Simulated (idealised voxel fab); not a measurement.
voxel self aligned vias: a process module
The cross-section on display is named cut; it measures 155 nm wide, and its cells are 5 nm squares.
Square cells in a grid make up a cross-section in this document, and the grid is given as bands, listed from the top down, each one or more rows of cells.
What a band's entry tells you: where the top is and where the bottom is, as heights in nm, and after that what lies inside, material by material from left to right, each with its width in nm. Empty space is written as the word "blank", and a single material marked with the word "throughout" occupies the band from edge to edge.
The reference from which all heights are counted is 0, the level beneath which the as-received wafer is entirely one material; the lowest band, having no lower bound, proceeds downward and is written after the example "top 0, no bottom".
So if you see something like "30->40" for the width, read it as the top row of the band sitting at the first number and the bottom row at the second, with every row in between moving by the same amount as the last.
Any step labelled "stayed the same" changed none of the cells in the cross-section.
What "Enclosed empty spaces" gives you is every empty space of 8 cells or more that is cut off from the top. Each appears as width x height at distance, with the distance taken from the left edge and width, height and distance all in nm.
The remark found on a step's line after its settings is issued by the simulator itself and pertains to that step.
overlay nm: right-of-plan distance of the mask on a masked step; negative values mean left-of-plan.
Every pair from here on: before one process step, after it. The after cross-section reaches only to the lowest band that changed. Below the pair: the step in between and its settings. Pairs can belong to different runs of this module on the same starting wafer; a pair carries on from the pair above only if the entry headed "Geometry before processing" says so.
**Geometry before processing**
  top 0, no bottom  Si throughout
  Enclosed empty spaces: none
**after**
  top 15, bottom 0  SiO2 throughout
  Under the height 0 nothing was changed.
  Enclosed empty spaces: none
Between before and after above, the operation and settings are CONFORMAL_DEP [material SiO2] [thk nm 15]
Geometry before processing: see the after view in the pair directly above.
**after**
  top 20, bottom 15  SiCN throughout
  Under the height 15 nothing was changed.
  Enclosed empty spaces: none
Between before and after above, the operation and settings are CONFORMAL_DEP [material SiCN] [thk nm 5]
Geometry before processing: see the after view in the pair directly above.
**after**
  top 50, bottom 20  lowk throughout
  Under the height 20 nothing was changed.
  Enclosed empty spaces: none
Between before and after above, the operation and settings are DIRECTIONAL_DEP [material lowk] [thk nm 30]
Geometry before processing: see the after view in the pair directly above.
**after**
  top 65, bottom 50  aC throughout
  Under the height 50 nothing was changed.
  Enclosed empty spaces: none
Between before and after above, the operation and settings are DIRECTIONAL_DEP [material aC] [thk nm 15]
Geometry before processing: see the after view in the pair directly above.
**after**
  top 100, bottom 65  25 resist | 25 blank | 50 resist | 25 blank | 30 resist
  Under the height 65 nothing was changed.
  Enclosed empty spaces: none
Between before and after above, the operation and settings are PATTERN [tone open] [mask id LINES] [material resist] [width nm 25] [pitch nm 75] [thk nm 35] [overlay nm 0]
Geometry before processing: see the after view in the pair directly above.
**after**
  top 85, bottom 65  25 resist | 25 blank | 50 resist | 25 blank | 30 resist
  top 65, bottom 50  25 aC | 25 blank | 50 aC | 25 blank | 30 aC
  Under the height 50 nothing was changed.
  Enclosed empty spaces: none
Between before and after above, the operation and settings are DIRECTIONAL_ETCH [etch materials aC] [depth nm 15]
Geometry before processing: see the after view in the pair directly above.
**after**
  top 65, bottom 50  25 aC | 25 blank | 50 aC | 25 blank | 30 aC
  Under the height 50 nothing was changed.
  Enclosed empty spaces: none
Between before and after above, the operation and settings are STRIP [etch materials resist]
Geometry before processing: see the after view in the pair directly above.
**after**
  top 65, bottom 50  25 aC | 25 blank | 50 aC | 25 blank | 30 aC
  top 50, bottom 20  25 lowk | 25 blank | 50 lowk | 25 blank | 30 lowk
  Under the height 20 nothing was changed.
  Enclosed empty spaces: none
Between before and after above, the operation and settings are DIRECTIONAL_ETCH [etch materials lowk] [depth nm 30]
Geometry before processing: see the after view in the pair directly above.
**after**
  top 50, bottom 20  25 lowk | 25 blank | 50 lowk | 25 blank | 30 lowk
  Under the height 20 nothing was changed.
  Enclosed empty spaces: none
Between before and after above, the operation and settings are STRIP [etch materials aC]
Geometry before processing: see the after view in the pair directly above.
**after**
  top 55, bottom 50  30 TiN | 15 blank | 60 TiN | 15 blank | 35 TiN
  top 50, bottom 25  25 lowk | 5 TiN | 15 blank | 5 TiN | 50 lowk | 5 TiN | 15 blank | 5 TiN | 30 lowk
  top 25, bottom 20  25 lowk | 25 TiN | 50 lowk | 25 TiN | 30 lowk
  Under the height 20 nothing was changed.
  Enclosed empty spaces: none
Between before and after above, the operation and settings are CONFORMAL_DEP [material TiN] [thk nm 5]
Geometry before processing: see the after view in the pair directly above.
**after**
  top 60, bottom 55  Ru throughout
  top 55, bottom 50  30 TiN | 15 Ru | 60 TiN | 15 Ru | 35 TiN
  top 50, bottom 25  25 lowk | 5 TiN | 15 Ru | 5 TiN | 50 lowk | 5 TiN | 15 Ru | 5 TiN | 30 lowk
  Under the height 25 nothing was changed.
  Enclosed empty spaces: none
Between before and after above, the operation and settings are FILL_DEP [material Ru] [thk nm 5]
Geometry before processing: see the after view in the pair directly above.
**after**
  top 50, bottom 25  25 lowk | 5 TiN | 15 Ru | 5 TiN | 50 lowk | 5 TiN | 15 Ru | 5 TiN | 30 lowk
  Under the height 25 nothing was changed.
  Enclosed empty spaces: none
Between before and after above, the operation and settings are CMP [height nm 50]
Geometry before processing: see the after view in the pair directly above.
**after**
  top 50, bottom 45  25 lowk | 25 blank | 50 lowk | 25 blank | 30 lowk
  Under the height 45 nothing was changed.
  Enclosed empty spaces: none
Between before and after above, the operation and settings are SELECTIVE_ETCH [etch materials W Ru TiN] [depth nm 5]
Geometry before processing: see the after view in the pair directly above.
**after**
  top 60, bottom 50  SiN throughout
  top 50, bottom 45  25 lowk | 25 SiN | 50 lowk | 25 SiN | 30 lowk
  Under the height 45 nothing was changed.
  Enclosed empty spaces: none
Between before and after above, the operation and settings are FILL_DEP [material SiN] [thk nm 10]
Geometry before processing: see the after view in the pair directly above.
**after**
  top 50, bottom 45  25 lowk | 25 SiN | 50 lowk | 25 SiN | 30 lowk
  Under the height 45 nothing was changed.
  Enclosed empty spaces: none
Between before and after above, the operation and settings are CMP [height nm 50]
Geometry before processing: see the after view in the pair directly above.
**after**
  top 70, bottom 50  lowk throughout
  Under the height 50 nothing was changed.
  Enclosed empty spaces: none
Between before and after above, the operation and settings are DIRECTIONAL_DEP [material lowk] [thk nm 20]
Geometry before processing: see the after view in the pair directly above.
**after**
  top 80, bottom 70  aC throughout
  Under the height 70 nothing was changed.
  Enclosed empty spaces: none
Between before and after above, the operation and settings are DIRECTIONAL_DEP [material aC] [thk nm 10]
Geometry before processing: see the after view in the pair directly above.
**after**
  top 110, bottom 80  15 resist | 45 blank | 30 resist | 45 blank | 20 resist
  Under the height 80 nothing was changed.
  Enclosed empty spaces: none
Between before and after above, the operation and settings are PATTERN [tone open] [mask id VIAS] [material resist] [width nm 45] [pitch nm 75] [thk nm 30] [overlay nm 0]
Geometry before processing: see the after view in the pair directly above.
**after**
  top 100, bottom 80  15 resist | 45 blank | 30 resist | 45 blank | 20 resist
  top 80, bottom 70  15 aC | 45 blank | 30 aC | 45 blank | 20 aC
  Under the height 70 nothing was changed.
  Enclosed empty spaces: none
Between before and after above, the operation and settings are DIRECTIONAL_ETCH [etch materials aC] [depth nm 10]
Geometry before processing: see the after view in the pair directly above.
**after**
  top 80, bottom 70  15 aC | 45 blank | 30 aC | 45 blank | 20 aC
  Under the height 70 nothing was changed.
  Enclosed empty spaces: none
Between before and after above, the operation and settings are STRIP [etch materials resist]
Geometry before processing: see the after view in the pair directly above.
**after**
  top 80, bottom 70  15 aC | 45 blank | 30 aC | 45 blank | 20 aC
  top 70, bottom 50  15 lowk | 45 blank | 30 lowk | 45 blank | 20 lowk
  Under the height 50 nothing was changed.
  Enclosed empty spaces: none
Between before and after above, the operation and settings are DIRECTIONAL_ETCH [etch materials lowk] [depth nm 20]
Geometry before processing: see the after view in the pair directly above.
**after**
  top 80, bottom 70  15 aC | 45 blank | 30 aC | 45 blank | 20 aC
  top 70, bottom 50  15 lowk | 45 blank | 30 lowk | 45 blank | 20 lowk
  top 50, bottom 45  25 lowk | 25 blank | 50 lowk | 25 blank | 30 lowk
  Under the height 45 nothing was changed.
  Enclosed empty spaces: none
Between before and after above, the operation and settings are DIRECTIONAL_ETCH [etch materials SiN] [depth nm 5]
Geometry before processing: see the after view in the pair directly above.
**after**
  top 70, bottom 50  15 lowk | 45 blank | 30 lowk | 45 blank | 20 lowk
  Under the height 50 nothing was changed.
  Enclosed empty spaces: none
Between before and after above, the operation and settings are STRIP [etch materials aC]
Geometry before processing: see the after view in the pair directly above.
**after**
  top 75, bottom 70  20 TiN | 35 blank | 40 TiN | 35 blank | 25 TiN
  top 70, bottom 55  15 lowk | 5 TiN | 35 blank | 5 TiN | 30 lowk | 5 TiN | 35 blank | 5 TiN | 20 lowk
  top 55, bottom 50  15 lowk | 15 TiN | 15 blank | 15 TiN | 30 lowk | 15 TiN | 15 blank | 15 TiN | 20 lowk
  top 50, bottom 45  25 lowk | 25 TiN | 50 lowk | 25 TiN | 30 lowk
  Under the height 45 nothing was changed.
  Enclosed empty spaces: none
Between before and after above, the operation and settings are CONFORMAL_DEP [material TiN] [thk nm 5]
Geometry before processing: see the after view in the pair directly above.
**after**
  top 85, bottom 75  Ru throughout
  top 75, bottom 70  20 TiN | 35 Ru | 40 TiN | 35 Ru | 25 TiN
  top 70, bottom 55  15 lowk | 5 TiN | 35 Ru | 5 TiN | 30 lowk | 5 TiN | 35 Ru | 5 TiN | 20 lowk
  top 55, bottom 50  15 lowk | 15 TiN | 15 Ru | 15 TiN | 30 lowk | 15 TiN | 15 Ru | 15 TiN | 20 lowk
  Under the height 50 nothing was changed.
  Enclosed empty spaces: none
Between before and after above, the operation and settings are FILL_DEP [material Ru] [thk nm 10]
Geometry before processing: see the after view in the pair directly above.
**after**
  top 70, bottom 55  15 lowk | 5 TiN | 35 Ru | 5 TiN | 30 lowk | 5 TiN | 35 Ru | 5 TiN | 20 lowk
  Under the height 55 nothing was changed.
  Enclosed empty spaces: none
Between before and after above, the operation and settings are CMP [height nm 70]
Geometry before processing: see the after view in the pair directly above.
**after**
  top 75, bottom 70  SiCN throughout
  Under the height 70 nothing was changed.
  Enclosed empty spaces: none
Between before and after above, the operation and settings are CONFORMAL_DEP [material SiCN] [thk nm 5]
**Geometry before processing**
  top 15, bottom 0  SiO2 throughout
  top 0, no bottom  Si throughout
  Enclosed empty spaces: none
**after**
  top 45, bottom 15  lowk throughout
  Under the height 15 nothing was changed.
  Enclosed empty spaces: none
Between before and after above, the operation and settings are DIRECTIONAL_DEP [material lowk] [thk nm 30]
Geometry before processing: see the after view in the pair directly above.
**after**
  top 60, bottom 45  aC throughout
  Under the height 45 nothing was changed.
  Enclosed empty spaces: none
Between before and after above, the operation and settings are DIRECTIONAL_DEP [material aC] [thk nm 15]
Geometry before processing: see the after view in the pair directly above.
**after**
  top 95, bottom 60  25 resist | 25 blank | 50 resist | 25 blank | 30 resist
  Under the height 60 nothing was changed.
  Enclosed empty spaces: none
Between before and after above, the operation and settings are PATTERN [tone open] [mask id LINES] [material resist] [width nm 25] [pitch nm 75] [thk nm 35] [overlay nm 0]
Geometry before processing: see the after view in the pair directly above.
**after**
  top 80, bottom 60  25 resist | 25 blank | 50 resist | 25 blank | 30 resist
  top 60, bottom 45  25 aC | 25 blank | 50 aC | 25 blank | 30 aC
  Under the height 45 nothing was changed.
  Enclosed empty spaces: none
Between before and after above, the operation and settings are DIRECTIONAL_ETCH [etch materials aC] [depth nm 15]
Geometry before processing: see the after view in the pair directly above.
**after**
  top 60, bottom 45  25 aC | 25 blank | 50 aC | 25 blank | 30 aC
  Under the height 45 nothing was changed.
  Enclosed empty spaces: none
Between before and after above, the operation and settings are STRIP [etch materials resist]
Geometry before processing: see the after view in the pair directly above.
**after**
  top 60, bottom 45  25 aC | 25 blank | 50 aC | 25 blank | 30 aC
  top 45, bottom 15  25 lowk | 25 blank | 50 lowk | 25 blank | 30 lowk
  Under the height 15 nothing was changed.
  Enclosed empty spaces: none
Between before and after above, the operation and settings are DIRECTIONAL_ETCH [etch materials lowk] [depth nm 30]
Geometry before processing: see the after view in the pair directly above.
**after**
  top 45, bottom 15  25 lowk | 25 blank | 50 lowk | 25 blank | 30 lowk
  Under the height 15 nothing was changed.
  Enclosed empty spaces: none
Between before and after above, the operation and settings are STRIP [etch materials aC]
Geometry before processing: see the after view in the pair directly above.
**after**
  top 50, bottom 45  30 TiN | 15 blank | 60 TiN | 15 blank | 35 TiN
  top 45, bottom 20  25 lowk | 5 TiN | 15 blank | 5 TiN | 50 lowk | 5 TiN | 15 blank | 5 TiN | 30 lowk
  top 20, bottom 15  25 lowk | 25 TiN | 50 lowk | 25 TiN | 30 lowk
  Under the height 15 nothing was changed.
  Enclosed empty spaces: none
Between before and after above, the operation and settings are CONFORMAL_DEP [material TiN] [thk nm 5]
Geometry before processing: see the after view in the pair directly above.
**after**
  top 55, bottom 50  Ru throughout
  top 50, bottom 45  30 TiN | 15 Ru | 60 TiN | 15 Ru | 35 TiN
  top 45, bottom 20  25 lowk | 5 TiN | 15 Ru | 5 TiN | 50 lowk | 5 TiN | 15 Ru | 5 TiN | 30 lowk
  Under the height 20 nothing was changed.
  Enclosed empty spaces: none
Between before and after above, the operation and settings are FILL_DEP [material Ru] [thk nm 5]
Geometry before processing: see the after view in the pair directly above.
**after**
  top 50, bottom 45  30 TiN | 15 Ru | 60 TiN | 15 Ru | 35 TiN
  Under the height 45 nothing was changed.
  Enclosed empty spaces: none
Between before and after above, the operation and settings are CMP [height nm 50]
Geometry before processing: see the after view in the pair directly above.
**after**
  top 45, bottom 20  25 lowk | 5 TiN | 15 Ru | 5 TiN | 50 lowk | 5 TiN | 15 Ru | 5 TiN | 30 lowk
  Under the height 20 nothing was changed.
  Enclosed empty spaces: none
Between before and after above, the operation and settings are SELECTIVE_ETCH [etch materials W Ru TiN] [depth nm 5]
Geometry before processing: see the after view in the pair directly above.
**after**
  top 55, bottom 45  SiN throughout
  Under the height 45 nothing was changed.
  Enclosed empty spaces: none
Between before and after above, the operation and settings are FILL_DEP [material SiN] [thk nm 10]
Geometry before processing: see the after view in the pair directly above.
**after**
  top 50, bottom 45  SiN throughout
  Under the height 45 nothing was changed.
  Enclosed empty spaces: none
Between before and after above, the operation and settings are CMP [height nm 50]
Geometry before processing: see the after view in the pair directly above.
**after**
  top 70, bottom 50  lowk throughout
  Under the height 50 nothing was changed.
  Enclosed empty spaces: none
Between before and after above, the operation and settings are DIRECTIONAL_DEP [material lowk] [thk nm 20]
Geometry before processing: see the after view in the pair directly above.
**after**
  top 80, bottom 70  aC throughout
  Under the height 70 nothing was changed.
  Enclosed empty spaces: none
Between before and after above, the operation and settings are DIRECTIONAL_DEP [material aC] [thk nm 10]
Geometry before processing: see the after view in the pair directly above.
**after**
  top 110, bottom 80  15 resist | 45 blank | 30 resist | 45 blank | 20 resist
  Under the height 80 nothing was changed.
  Enclosed empty spaces: none
Between before and after above, the operation and settings are PATTERN [tone open] [mask id VIAS] [material resist] [width nm 45] [pitch nm 75] [thk nm 30] [overlay nm 0]
Geometry before processing: see the after view in the pair directly above.
**after**
  top 100, bottom 80  15 resist | 45 blank | 30 resist | 45 blank | 20 resist
  top 80, bottom 70  15 aC | 45 blank | 30 aC | 45 blank | 20 aC
  Under the height 70 nothing was changed.
  Enclosed empty spaces: none
Between before and after above, the operation and settings are DIRECTIONAL_ETCH [etch materials aC] [depth nm 10]
Geometry before processing: see the after view in the pair directly above.
**after**
  top 80, bottom 70  15 aC | 45 blank | 30 aC | 45 blank | 20 aC
  Under the height 70 nothing was changed.
  Enclosed empty spaces: none
Between before and after above, the operation and settings are STRIP [etch materials resist]
Geometry before processing: see the after view in the pair directly above.
**after**
  top 80, bottom 70  15 aC | 45 blank | 30 aC | 45 blank | 20 aC
  top 70, bottom 50  15 lowk | 45 blank | 30 lowk | 45 blank | 20 lowk
  Under the height 50 nothing was changed.
  Enclosed empty spaces: none
Between before and after above, the operation and settings are DIRECTIONAL_ETCH [etch materials lowk] [depth nm 20]
Geometry before processing: see the after view in the pair directly above.
**after**
  top 80, bottom 70  15 aC | 45 blank | 30 aC | 45 blank | 20 aC
  top 70, bottom 50  15 lowk | 45 blank | 30 lowk | 45 blank | 20 lowk
  top 50, bottom 45  15 SiN | 45 blank | 30 SiN | 45 blank | 20 SiN
  Under the height 45 nothing was changed.
  Enclosed empty spaces: none
Between before and after above, the operation and settings are DIRECTIONAL_ETCH [etch materials SiN] [depth nm 5]
Geometry before processing: see the after view in the pair directly above.
**after**
  top 70, bottom 50  15 lowk | 45 blank | 30 lowk | 45 blank | 20 lowk
  Under the height 50 nothing was changed.
  Enclosed empty spaces: none
Between before and after above, the operation and settings are STRIP [etch materials aC]
Geometry before processing: see the after view in the pair directly above.
**after**
  top 75, bottom 70  20 TiN | 35 blank | 40 TiN | 35 blank | 25 TiN
  top 70, bottom 50  15 lowk | 5 TiN | 35 blank | 5 TiN | 30 lowk | 5 TiN | 35 blank | 5 TiN | 20 lowk
  top 50, bottom 45  15 SiN | 45 TiN | 30 SiN | 45 TiN | 20 SiN
  Under the height 45 nothing was changed.
  Enclosed empty spaces: none
Between before and after above, the operation and settings are CONFORMAL_DEP [material TiN] [thk nm 5]
Geometry before processing: see the after view in the pair directly above.
**after**
  top 85, bottom 75  Ru throughout
  top 75, bottom 70  20 TiN | 35 Ru | 40 TiN | 35 Ru | 25 TiN
  top 70, bottom 50  15 lowk | 5 TiN | 35 Ru | 5 TiN | 30 lowk | 5 TiN | 35 Ru | 5 TiN | 20 lowk
  Under the height 50 nothing was changed.
  Enclosed empty spaces: none
Between before and after above, the operation and settings are FILL_DEP [material Ru] [thk nm 10]
Geometry before processing: see the after view in the pair directly above.
**after**
  top 70, bottom 50  15 lowk | 5 TiN | 35 Ru | 5 TiN | 30 lowk | 5 TiN | 35 Ru | 5 TiN | 20 lowk
  Under the height 50 nothing was changed.
  Enclosed empty spaces: none
Between before and after above, the operation and settings are CMP [height nm 70]
Geometry before processing: see the after view in the pair directly above.
**after**
  top 75, bottom 70  SiCN throughout
  Under the height 70 nothing was changed.
  Enclosed empty spaces: none
Between before and after above, the operation and settings are CONFORMAL_DEP [material SiCN] [thk nm 5]
**Geometry before processing**
  top 15, bottom 0  SiO2 throughout
  top 0, no bottom  Si throughout
  Enclosed empty spaces: none
**after**
  top 30, bottom 0  SiO2 throughout
  Under the height 0 nothing was changed.
  Enclosed empty spaces: none
Between before and after above, the operation and settings are CONFORMAL_DEP [material SiO2] [thk nm 15]
Geometry before processing: see the after view in the pair directly above.
**after**
  top 35, bottom 30  SiCN throughout
  Under the height 30 nothing was changed.
  Enclosed empty spaces: none
Between before and after above, the operation and settings are CONFORMAL_DEP [material SiCN] [thk nm 5]
Geometry before processing: see the after view in the pair directly above.
**after**
  top 65, bottom 35  lowk throughout
  Under the height 35 nothing was changed.
  Enclosed empty spaces: none
Between before and after above, the operation and settings are DIRECTIONAL_DEP [material lowk] [thk nm 30]
Geometry before processing: see the after view in the pair directly above.
**after**
  top 80, bottom 65  aC throughout
  Under the height 65 nothing was changed.
  Enclosed empty spaces: none
Between before and after above, the operation and settings are DIRECTIONAL_DEP [material aC] [thk nm 15]
Geometry before processing: see the after view in the pair directly above.
**after**
  top 115, bottom 80  25 resist | 25 blank | 50 resist | 25 blank | 30 resist
  Under the height 80 nothing was changed.
  Enclosed empty spaces: none
Between before and after above, the operation and settings are PATTERN [tone open] [mask id LINES] [material resist] [width nm 25] [pitch nm 75] [thk nm 35] [overlay nm 0]
Geometry before processing: see the after view in the pair directly above.
**after**
  top 100, bottom 80  25 resist | 25 blank | 50 resist | 25 blank | 30 resist
  top 80, bottom 65  25 aC | 25 blank | 50 aC | 25 blank | 30 aC
  Under the height 65 nothing was changed.
  Enclosed empty spaces: none
Between before and after above, the operation and settings are DIRECTIONAL_ETCH [etch materials aC] [depth nm 15]
Geometry before processing: see the after view in the pair directly above.
**after**
  top 80, bottom 65  25 aC | 25 blank | 50 aC | 25 blank | 30 aC
  Under the height 65 nothing was changed.
  Enclosed empty spaces: none
Between before and after above, the operation and settings are STRIP [etch materials resist]
Geometry before processing: see the after view in the pair directly above.
**after**
  top 80, bottom 65  25 aC | 25 blank | 50 aC | 25 blank | 30 aC
  top 65, bottom 35  25 lowk | 25 blank | 50 lowk | 25 blank | 30 lowk
  Under the height 35 nothing was changed.
  Enclosed empty spaces: none
Between before and after above, the operation and settings are DIRECTIONAL_ETCH [etch materials lowk] [depth nm 30]
Geometry before processing: see the after view in the pair directly above.
**after**
  top 65, bottom 35  25 lowk | 25 blank | 50 lowk | 25 blank | 30 lowk
  Under the height 35 nothing was changed.
  Enclosed empty spaces: none
Between before and after above, the operation and settings are STRIP [etch materials aC]
Geometry before processing: see the after view in the pair directly above.
**after**
  top 70, bottom 65  30 TiN | 15 blank | 60 TiN | 15 blank | 35 TiN
  top 65, bottom 40  25 lowk | 5 TiN | 15 blank | 5 TiN | 50 lowk | 5 TiN | 15 blank | 5 TiN | 30 lowk
  top 40, bottom 35  25 lowk | 25 TiN | 50 lowk | 25 TiN | 30 lowk
  Under the height 35 nothing was changed.
  Enclosed empty spaces: none
Between before and after above, the operation and settings are CONFORMAL_DEP [material TiN] [thk nm 5]
Geometry before processing: see the after view in the pair directly above.
**after**
  top 75, bottom 70  Ru throughout
  top 70, bottom 65  30 TiN | 15 Ru | 60 TiN | 15 Ru | 35 TiN
  top 65, bottom 40  25 lowk | 5 TiN | 15 Ru | 5 TiN | 50 lowk | 5 TiN | 15 Ru | 5 TiN | 30 lowk
  Under the height 40 nothing was changed.
  Enclosed empty spaces: none
Between before and after above, the operation and settings are FILL_DEP [material Ru] [thk nm 5]
Geometry before processing: see the after view in the pair directly above.
**after**
  top 50, bottom 40  25 lowk | 5 TiN | 15 Ru | 5 TiN | 50 lowk | 5 TiN | 15 Ru | 5 TiN | 30 lowk
  Under the height 40 nothing was changed.
  Enclosed empty spaces: none
Between before and after above, the operation and settings are CMP [height nm 50]
Geometry before processing: see the after view in the pair directly above.
**after**
  top 50, bottom 45  25 lowk | 25 blank | 50 lowk | 25 blank | 30 lowk
  Under the height 45 nothing was changed.
  Enclosed empty spaces: none
Between before and after above, the operation and settings are SELECTIVE_ETCH [etch materials W Ru TiN] [depth nm 5]
Geometry before processing: see the after view in the pair directly above.
**after**
  top 60, bottom 50  SiN throughout
  top 50, bottom 45  25 lowk | 25 SiN | 50 lowk | 25 SiN | 30 lowk
  Under the height 45 nothing was changed.
  Enclosed empty spaces: none
Between before and after above, the operation and settings are FILL_DEP [material SiN] [thk nm 10]
Geometry before processing: see the after view in the pair directly above.
**after**
  top 50, bottom 45  25 lowk | 25 SiN | 50 lowk | 25 SiN | 30 lowk
  Under the height 45 nothing was changed.
  Enclosed empty spaces: none
Between before and after above, the operation and settings are CMP [height nm 50]
Geometry before processing: see the after view in the pair directly above.
**after**
  top 70, bottom 50  lowk throughout
  Under the height 50 nothing was changed.
  Enclosed empty spaces: none
Between before and after above, the operation and settings are DIRECTIONAL_DEP [material lowk] [thk nm 20]
Geometry before processing: see the after view in the pair directly above.
**after**
  top 80, bottom 70  aC throughout
  Under the height 70 nothing was changed.
  Enclosed empty spaces: none
Between before and after above, the operation and settings are DIRECTIONAL_DEP [material aC] [thk nm 10]
Geometry before processing: see the after view in the pair directly above.
**after**
  top 110, bottom 80  15 resist | 45 blank | 30 resist | 45 blank | 20 resist
  Under the height 80 nothing was changed.
  Enclosed empty spaces: none
Between before and after above, the operation and settings are PATTERN [tone open] [mask id VIAS] [material resist] [width nm 45] [pitch nm 75] [thk nm 30] [overlay nm 0]
Geometry before processing: see the after view in the pair directly above.
**after**
  top 100, bottom 80  15 resist | 45 blank | 30 resist | 45 blank | 20 resist
  top 80, bottom 70  15 aC | 45 blank | 30 aC | 45 blank | 20 aC
  Under the height 70 nothing was changed.
  Enclosed empty spaces: none
Between before and after above, the operation and settings are DIRECTIONAL_ETCH [etch materials aC] [depth nm 10]
Geometry before processing: see the after view in the pair directly above.
**after**
  top 80, bottom 70  15 aC | 45 blank | 30 aC | 45 blank | 20 aC
  Under the height 70 nothing was changed.
  Enclosed empty spaces: none
Between before and after above, the operation and settings are STRIP [etch materials resist]
Geometry before processing: see the after view in the pair directly above.
**after**
  top 80, bottom 70  15 aC | 45 blank | 30 aC | 45 blank | 20 aC
  top 70, bottom 50  15 lowk | 45 blank | 30 lowk | 45 blank | 20 lowk
  Under the height 50 nothing was changed.
  Enclosed empty spaces: none
Between before and after above, the operation and settings are DIRECTIONAL_ETCH [etch materials lowk] [depth nm 20]
Geometry before processing: see the after view in the pair directly above.
**after**
  top 80, bottom 70  15 aC | 45 blank | 30 aC | 45 blank | 20 aC
  top 70, bottom 50  15 lowk | 45 blank | 30 lowk | 45 blank | 20 lowk
  top 50, bottom 45  25 lowk | 25 blank | 50 lowk | 25 blank | 30 lowk
  Under the height 45 nothing was changed.
  Enclosed empty spaces: none
Between before and after above, the operation and settings are DIRECTIONAL_ETCH [etch materials SiN] [depth nm 5]
Geometry before processing: see the after view in the pair directly above.
**after**
  top 70, bottom 50  15 lowk | 45 blank | 30 lowk | 45 blank | 20 lowk
  Under the height 50 nothing was changed.
  Enclosed empty spaces: none
Between before and after above, the operation and settings are STRIP [etch materials aC]
Geometry before processing: see the after view in the pair directly above.
**after**
  top 75, bottom 70  20 TiN | 35 blank | 40 TiN | 35 blank | 25 TiN
  top 70, bottom 55  15 lowk | 5 TiN | 35 blank | 5 TiN | 30 lowk | 5 TiN | 35 blank | 5 TiN | 20 lowk
  top 55, bottom 50  15 lowk | 15 TiN | 15 blank | 15 TiN | 30 lowk | 15 TiN | 15 blank | 15 TiN | 20 lowk
  top 50, bottom 45  25 lowk | 25 TiN | 50 lowk | 25 TiN | 30 lowk
  Under the height 45 nothing was changed.
  Enclosed empty spaces: none
Between before and after above, the operation and settings are CONFORMAL_DEP [material TiN] [thk nm 5]
Geometry before processing: see the after view in the pair directly above.
**after**
  top 85, bottom 75  Ru throughout
  top 75, bottom 70  20 TiN | 35 Ru | 40 TiN | 35 Ru | 25 TiN
  top 70, bottom 55  15 lowk | 5 TiN | 35 Ru | 5 TiN | 30 lowk | 5 TiN | 35 Ru | 5 TiN | 20 lowk
  top 55, bottom 50  15 lowk | 15 TiN | 15 Ru | 15 TiN | 30 lowk | 15 TiN | 15 Ru | 15 TiN | 20 lowk
  Under the height 50 nothing was changed.
  Enclosed empty spaces: none
Between before and after above, the operation and settings are FILL_DEP [material Ru] [thk nm 10]
Geometry before processing: see the after view in the pair directly above.
**after**
  top 70, bottom 55  15 lowk | 5 TiN | 35 Ru | 5 TiN | 30 lowk | 5 TiN | 35 Ru | 5 TiN | 20 lowk
  Under the height 55 nothing was changed.
  Enclosed empty spaces: none
Between before and after above, the operation and settings are CMP [height nm 70]
Geometry before processing: see the after view in the pair directly above.
**after**
  top 75, bottom 70  SiCN throughout
  Under the height 70 nothing was changed.
  Enclosed empty spaces: none
Between before and after above, the operation and settings are CONFORMAL_DEP [material SiCN] [thk nm 5]
**Geometry before processing**
  top 45, bottom 15  lowk throughout
  top 15, bottom 0  SiO2 throughout
  top 0, no bottom  Si throughout
  Enclosed empty spaces: none
**after**
  top 50, bottom 45  SiCN throughout
  Under the height 45 nothing was changed.
  Enclosed empty spaces: none
Between before and after above, the operation and settings are CONFORMAL_DEP [material SiCN] [thk nm 5]
Geometry before processing: see the after view in the pair directly above.
**after**
  top 65, bottom 50  aC throughout
  Under the height 50 nothing was changed.
  Enclosed empty spaces: none
Between before and after above, the operation and settings are DIRECTIONAL_DEP [material aC] [thk nm 15]
Geometry before processing: see the after view in the pair directly above.
**after**
  top 100, bottom 65  25 resist | 25 blank | 50 resist | 25 blank | 30 resist
  Under the height 65 nothing was changed.
  Enclosed empty spaces: none
Between before and after above, the operation and settings are PATTERN [tone open] [mask id LINES] [material resist] [width nm 25] [pitch nm 75] [thk nm 35] [overlay nm 0]
Geometry before processing: see the after view in the pair directly above.
**after**
  top 85, bottom 65  25 resist | 25 blank | 50 resist | 25 blank | 30 resist
  top 65, bottom 50  25 aC | 25 blank | 50 aC | 25 blank | 30 aC
  Under the height 50 nothing was changed.
  Enclosed empty spaces: none
Between before and after above, the operation and settings are DIRECTIONAL_ETCH [etch materials aC] [depth nm 15]
Geometry before processing: see the after view in the pair directly above.
**after**
  top 65, bottom 50  25 aC | 25 blank | 50 aC | 25 blank | 30 aC
  Under the height 50 nothing was changed.
  Enclosed empty spaces: none
Between before and after above, the operation and settings are STRIP [etch materials resist]
Geometry before processing: see the after view in the pair directly above.
**after**
  top 50, bottom 45  SiCN throughout
  Under the height 45 nothing was changed.
  Enclosed empty spaces: none
Between before and after above, the operation and settings are STRIP [etch materials aC]
Geometry before processing: see the after view in the pair directly above.
**after**
  top 55, bottom 50  TiN throughout
  Under the height 50 nothing was changed.
  Enclosed empty spaces: none
Between before and after above, the operation and settings are CONFORMAL_DEP [material TiN] [thk nm 5]
Geometry before processing: see the after view in the pair directly above.
**after**
  top 60, bottom 55  Ru throughout
  Under the height 55 nothing was changed.
  Enclosed empty spaces: none
Between before and after above, the operation and settings are FILL_DEP [material Ru] [thk nm 5]
Geometry before processing: see the after view in the pair directly above.
**after**
  top 50, bottom 45  SiCN throughout
  Under the height 45 nothing was changed.
  Enclosed empty spaces: none
Between before and after above, the operation and settings are CMP [height nm 50]
Geometry before processing: see the after view in the pair directly above.
**after**
  top 60, bottom 50  SiN throughout
  Under the height 50 nothing was changed.
  Enclosed empty spaces: none
Between before and after above, the operation and settings are FILL_DEP [material SiN] [thk nm 10]
Geometry before processing: see the after view in the pair directly above.
**after**
  top 50, bottom 45  SiCN throughout
  Under the height 45 nothing was changed.
  Enclosed empty spaces: none
Between before and after above, the operation and settings are CMP [height nm 50]
Geometry before processing: see the after view in the pair directly above.
**after**
  top 70, bottom 50  lowk throughout
  Under the height 50 nothing was changed.
  Enclosed empty spaces: none
Between before and after above, the operation and settings are DIRECTIONAL_DEP [material lowk] [thk nm 20]
Geometry before processing: see the after view in the pair directly above.
**after**
  top 80, bottom 70  aC throughout
  Under the height 70 nothing was changed.
  Enclosed empty spaces: none
Between before and after above, the operation and settings are DIRECTIONAL_DEP [material aC] [thk nm 10]
Geometry before processing: see the after view in the pair directly above.
**after**
  top 110, bottom 80  15 resist | 45 blank | 30 resist | 45 blank | 20 resist
  Under the height 80 nothing was changed.
  Enclosed empty spaces: none
Between before and after above, the operation and settings are PATTERN [tone open] [mask id VIAS] [material resist] [width nm 45] [pitch nm 75] [thk nm 30] [overlay nm 0]
